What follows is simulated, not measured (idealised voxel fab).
The process module that follows is named voxel capacitor over wiring.
Square cells of 5 nm make up the cross-section cut, whose width is 205 nm.
In what follows, cross-sections appear as grids of square cells, described through bands that run from the top down, where every band is one or more rows of cells.
First you get the band's top height and its bottom height, in nm, and then the materials it's made of, left to right, with each width in nm. If you see a single material with "everywhere", that one covers the band edge to edge. "empty" is empty space.
Heights are reckoned from 0. Under this level, the received wafer is all of one material. The bottommost band is open-ended downward, for example "0 and below".
A two-number width, for instance "30->40", indicates that the width is equal to the first number in the top row of the band and to the second number in the bottom row, and that it changes by a constant amount per row of cells.
"nothing changed" after a step means that no cell of the cross-section changed.
This entry, "Voids, sealed", enumerates those empty regions of no fewer than 8 cells that possess no open connection to the top. Each region is reported in the form width x height at distance, the distance being taken from the left edge, with all three quantities expressed in nm.
Text after the settings on a step's line: the simulator's own remark on that step.
When a step includes a mask, the "overlay nm" setting on its line states how far to the right of its planned place that mask lay, and negative values state how far to the left.
-- The process steps that were planned are listed below
1,RECEIVE,material Si
2,CONFORMAL_DEP,material SiO2,thk nm 10
3,DIRECTIONAL_DEP,material TiN,thk nm 5
4,DIRECTIONAL_DEP,material W,thk nm 15
5,MASKED_ETCH,tone cover,mask id METAL_1,width nm 25,pitch nm 90,etch materials W,depth nm 15,overlay nm 0
6,MASKED_ETCH,tone cover,mask id METAL_1,width nm 25,pitch nm 90,etch materials TiN,depth nm 5,overlay nm 0
7,FILL_DEP,material lowk,thk nm 10
8,CMP,height nm 30
9,CONFORMAL_DEP,material SiCN,thk nm 5
10,DIRECTIONAL_DEP,material SiO2,thk nm 10
11,DIRECTIONAL_DEP,material aC,thk nm 15
12,PATTERN,tone open,mask id PLUG_1,material resist,width nm 15,thk nm 30,overlay nm 0
13,DIRECTIONAL_ETCH,etch materials aC,depth nm 15
14,STRIP,etch materials resist
15,DIRECTIONAL_ETCH,etch materials SiO2,depth nm 10
16,DIRECTIONAL_ETCH,etch materials SiCN,depth nm 5
17,STRIP,etch materials aC
18,EPI,material Ru,thk nm 10
19,EPI,material Ru,thk nm 5
20,DIRECTIONAL_DEP,material TiN,thk nm 10
21,DIRECTIONAL_DEP,material SiN,thk nm 5
22,DIRECTIONAL_DEP,material TiN,thk nm 5
23,PATTERN,tone cover,mask id UPPER_PLATE,material resist,width nm 70,thk nm 15,overlay nm 0
24,DIRECTIONAL_ETCH,etch materials TiN,depth nm 5
25,DIRECTIONAL_ETCH,etch materials SiN,depth nm 5
26,STRIP,etch materials resist
27,PATTERN,tone cover,mask id LOWER_PLATE,material resist,width nm 80,thk nm 15,overlay nm 0
28,DIRECTIONAL_ETCH,etch materials TiN,depth nm 10
29,STRIP,etch materials resist
30,FILL_DEP,material SiO2,thk nm 15
31,CMP,height nm 75
32,MASKED_ETCH,tone open,mask id PLUG_2,width nm 15,etch materials SiO2,depth nm 10,overlay nm 0
33,CONFORMAL_DEP,material TiN,thk nm 5
34,FILL_DEP,material Cu,thk nm 5
35,CMP,height nm 75
36,CONFORMAL_DEP,material SiN,thk nm 5
-- The cross-section here shows the wafer as received, i.e. in its state after step 1
> 0 and below: Si everywhere
> Voids, sealed: none
-- The plan above was carried out on the starting structure above with one mistake, and this cross-section shows the wafer at the end of the module
> 80 down to 75: SiN everywhere
> 75 down to 70: SiO2 55 nm; TiN 25 nm; SiO2 125 nm
> 70 down to 65: SiO2 55 nm; SiN 25 nm; SiO2 125 nm
> 65 down to 60: SiO2 50 nm; TiN 75 nm; SiO2 80 nm
> 60 down to 55: SiO2 50 nm; TiN 30 nm; SiN 45 nm; SiO2 80 nm
> 55 down to 45: SiO2 45 nm; Ru 35 nm; TiN 50 nm; SiO2 75 nm
> 45 down to 35: SiO2 55 nm; Ru 15 nm; SiO2 135 nm
> 35 down to 30: SiCN 55 nm; Ru 15 nm; SiCN 135 nm
> 30 down to 15: lowk 45 nm; W 25 nm; lowk 65 nm; W 25 nm; lowk 45 nm
> 15 down to 10: lowk 45 nm; TiN 25 nm; lowk 65 nm; TiN 25 nm; lowk 45 nm
> 10 down to 0: SiO2 everywhere
> 0 and below: Si everywhere
> Voids, sealed: none
Short version of what went wrong: the plan had its step 18 run twice
